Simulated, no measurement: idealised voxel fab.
The following process module bears the name voxel wiring stack.
Cross-section cut spans 240 nm and uses square cells 5 nm in size.
This document writes a cross-section as a grid whose cells are square, and gives it as bands, listed from the top down; one or more rows of cells form a band. Read a band's entry like this: the first values are the height of its top and the height of its bottom in nm, and what follows is the sequence of materials from left to right, each with its width in nm. Note that "air" is empty space, and that a single material marked "everywhere" reaches across the band from edge to edge. Ref level 0: as-received wafer is one material below here. Bottom band extends down with no lower bound ("0..down"). The expression "30..40" gives the width at the extremes of the band, the first number at its top row of cells and the second at its bottom row, with the width changing by equal amounts from each row to the next in between. Given "nothing got changed" for a step, no cell of the cross-section differs between before and after that step. The entry titled "Closed void table" provides the empty spaces that have no open way to the top, restricted to those of 8 cells or more. Each is presented as width x height at distance, the distance being measured from the left edge, with all three in nm. Post-settings text on a step line: simulator's own remark regarding the step. Each step line may optionally specify "overlay nm", which for a step with a mask gives the rightward distance between the mask's planned place and where it lay, a negative value indicating the leftward direction.
Plan
1: op RECEIVE | material Si
2: op CONFORMAL_DEP | material SiO2 | thk nm 15
3: op CONFORMAL_DEP | material SiN | thk nm 5
4: op DIRECTIONAL_DEP | material lowk | thk nm 20
5: op PATTERN | tone open | mask id METAL_1 | material resist | width nm 30 | pitch nm 45 | thk nm 15 | overlay nm 0
6: op DIRECTIONAL_ETCH | etch materials lowk | depth nm 20
7: op DIRECTIONAL_ETCH | etch materials SiN | depth nm 5
8: op STRIP | etch materials resist
9: op CONFORMAL_DEP | material TiN | thk nm 5
10: op FILL_DEP | material Cu | thk nm 5
11: op CMP | height nm 40
12: op CONFORMAL_DEP | material SiCN | thk nm 5
13: op DIRECTIONAL_DEP | material lowk | thk nm 20
14: op MASKED_ETCH | tone open | mask id PLUG_1 | width nm 15 | pitch nm 45 | etch materials lowk | depth nm 20 | overlay nm 0
15: op MASKED_ETCH | tone open | mask id PLUG_1 | width nm 15 | pitch nm 45 | etch materials SiCN | depth nm 5 | overlay nm 0
16: op CONFORMAL_DEP | material TiN | thk nm 5
17: op FILL_DEP | material Cu | thk nm 5
18: op CMP | height nm 65
19: op CONFORMAL_DEP | material SiCN | thk nm 5
20: op DIRECTIONAL_DEP | material lowk | thk nm 20
21: op DIRECTIONAL_DEP | material aC | thk nm 15
22: op PATTERN | tone open | mask id METAL_2 | material resist | width nm 30 | pitch nm 45 | thk nm 35 | overlay nm 0
23: op DIRECTIONAL_ETCH | etch materials aC | depth nm 15
24: op STRIP | etch materials resist
25: op DIRECTIONAL_ETCH | etch materials lowk | depth nm 20
26: op DIRECTIONAL_ETCH | etch materials SiCN | depth nm 5
27: op STRIP | etch materials aC
28: op CONFORMAL_DEP | material TiN | thk nm 5
29: op FILL_DEP | material W | thk nm 5
30: op CMP | height nm 90
31: op EPI | material Ru | thk nm 5
32: op FILL_DEP | material SiCN | thk nm 5
33: op DIRECTIONAL_DEP | material lowk | thk nm 35
34: op PATTERN | tone open | mask id METAL_3 | material resist | width nm 30 | pitch nm 45 | thk nm 20 | overlay nm 0
35: op DIRECTIONAL_ETCH | etch materials lowk | depth nm 20
36: op STRIP | etch materials resist
37: op MASKED_ETCH | tone open | mask id METAL_3_HOLES | width nm 15 | pitch nm 45 | etch materials lowk | depth nm 15 | overlay nm 0
38: op MASKED_ETCH | tone open | mask id METAL_3_HOLES | width nm 15 | pitch nm 45 | etch materials SiCN | depth nm 5 | overlay nm 0
39: op CONFORMAL_DEP | material TiN | thk nm 5
40: op FILL_DEP | material Cu | thk nm 5
41: op CMP | height nm 135
42: op CONFORMAL_DEP | material SiCN | thk nm 5
Cross-sectional view of the wafer in its as-received condition, corresponding to the state after step 1
> 0..down | Si everywhere
> Closed void table: none
Cross-sectional image of the first of two wafers at the end of the module, the run having proceeded as planned
> 140..135 | SiCN everywhere
> 135..120 | 35 lowk, 5 TiN, 20 Cu, 5 TiN, 15 lowk, 5 TiN, 20 Cu, 5 TiN, 15 lowk, 5 TiN, 20 Cu, 5 TiN, 15 lowk, 5 TiN, 20 Cu, 5 TiN, 40 lowk
> 120..115 | 35 lowk, 5 TiN, 5 Cu, 20 TiN, 15 lowk, 5 TiN, 5 Cu, 20 TiN, 15 lowk, 5 TiN, 5 Cu, 20 TiN, 15 lowk, 5 TiN, 5 Cu, 20 TiN, 40 lowk
> 115..100 | 35 lowk, 5 TiN, 5 Cu, 5 TiN, 30 lowk, 5 TiN, 5 Cu, 5 TiN, 30 lowk, 5 TiN, 5 Cu, 5 TiN, 30 lowk, 5 TiN, 5 Cu, 5 TiN, 55 lowk
> 100..95 | 35 SiCN, 15 TiN, 30 SiCN, 15 TiN, 30 SiCN, 15 TiN, 30 SiCN, 15 TiN, 55 SiCN
> 95..90 | 30 SiCN, 40 Ru, 5 SiCN, 40 Ru, 5 SiCN, 40 Ru, 5 SiCN, 40 Ru, 35 SiCN
> 90..70 | 35 lowk, 5 TiN, 20 W, 5 TiN, 15 lowk, 5 TiN, 20 W, 5 TiN, 15 lowk, 5 TiN, 20 W, 5 TiN, 15 lowk, 5 TiN, 20 W, 5 TiN, 40 lowk
> 70..65 | 35 SiCN, 30 TiN, 15 SiCN, 30 TiN, 15 SiCN, 30 TiN, 15 SiCN, 30 TiN, 40 SiCN
> 65..45 | 35 lowk, 5 TiN, 5 Cu, 5 TiN, 30 lowk, 5 TiN, 5 Cu, 5 TiN, 30 lowk, 5 TiN, 5 Cu, 5 TiN, 30 lowk, 5 TiN, 5 Cu, 5 TiN, 55 lowk
> 45..40 | 35 SiCN, 15 TiN, 30 SiCN, 15 TiN, 30 SiCN, 15 TiN, 30 SiCN, 15 TiN, 55 SiCN
> 40..20 | 35 lowk, 5 TiN, 20 Cu, 5 TiN, 15 lowk, 5 TiN, 20 Cu, 5 TiN, 15 lowk, 5 TiN, 20 Cu, 5 TiN, 15 lowk, 5 TiN, 20 Cu, 5 TiN, 40 lowk
> 20..15 | 35 SiN, 30 TiN, 15 SiN, 30 TiN, 15 SiN, 30 TiN, 15 SiN, 30 TiN, 40 SiN
> 15..0 | SiO2 everywhere
> 0..down | Si everywhere
> Closed void table: none
Here is the second of the two wafers cut open at the end of the module - same start, same plan as the first one, but we made one mistake running it
> 140..135 | SiCN everywhere
> 135..120 | 35 lowk, 5 TiN, 20 Cu, 5 TiN, 15 lowk, 5 TiN, 20 Cu, 5 TiN, 15 lowk, 5 TiN, 20 Cu, 5 TiN, 15 lowk, 5 TiN, 20 Cu, 5 TiN, 40 lowk
> 120..115 | 35 lowk, 5 TiN, 5 Cu, 20 TiN, 15 lowk, 5 TiN, 5 Cu, 20 TiN, 15 lowk, 5 TiN, 5 Cu, 20 TiN, 15 lowk, 5 TiN, 5 Cu, 20 TiN, 40 lowk
> 115..100 | 35 lowk, 5 TiN, 5 Cu, 5 TiN, 30 lowk, 5 TiN, 5 Cu, 5 TiN, 30 lowk, 5 TiN, 5 Cu, 5 TiN, 30 lowk, 5 TiN, 5 Cu, 5 TiN, 55 lowk
> 100..95 | 35 SiCN, 15 TiN, 30 SiCN, 15 TiN, 30 SiCN, 15 TiN, 30 SiCN, 15 TiN, 55 SiCN
> 95..90 | 30 SiCN, 40 Ru, 5 SiCN, 40 Ru, 5 SiCN, 40 Ru, 5 SiCN, 40 Ru, 35 SiCN
> 90..70 | 35 lowk, 5 TiN, 20 W, 5 TiN, 15 lowk, 5 TiN, 20 W, 5 TiN, 15 lowk, 5 TiN, 20 W, 5 TiN, 15 lowk, 5 TiN, 20 W, 5 TiN, 40 lowk
> 70..65 | 35 SiCN, 30 TiN, 15 SiCN, 30 TiN, 15 SiCN, 30 TiN, 15 SiCN, 30 TiN, 40 SiCN
> 65..50 | 35 lowk, 5 TiN, 5 Cu, 5 TiN, 30 lowk, 5 TiN, 5 Cu, 5 TiN, 30 lowk, 5 TiN, 5 Cu, 5 TiN, 30 lowk, 5 TiN, 5 Cu, 5 TiN, 55 lowk
> 50..45 | 35 lowk, 15 TiN, 30 lowk, 15 TiN, 30 lowk, 15 TiN, 30 lowk, 15 TiN, 55 lowk
> 45..40 | 40 SiCN, 10 TiN, 35 SiCN, 10 TiN, 35 SiCN, 10 TiN, 35 SiCN, 10 TiN, 55 SiCN
> 40..20 | 35 lowk, 5 TiN, 20 Cu, 5 TiN, 15 lowk, 5 TiN, 20 Cu, 5 TiN, 15 lowk, 5 TiN, 20 Cu, 5 TiN, 15 lowk, 5 TiN, 20 Cu, 5 TiN, 40 lowk
> 20..15 | 35 SiN, 30 TiN, 15 SiN, 30 TiN, 15 SiN, 30 TiN, 15 SiN, 30 TiN, 40 SiN
> 15..0 | SiO2 everywhere
> 0..down | Si everywhere
> Closed void table: none
What broke from the plan during processing? in deviation from the planned setting, step 15 was conducted as op MASKED_ETCH | tone open | mask id PLUG_1 | width nm 15 | pitch nm 45 | etch materials SiCN | depth nm 5 | overlay nm 5
Count the cells at the end and the second wafer has more or fewer of some materials than the first: -4 Cu, +4 SiCN
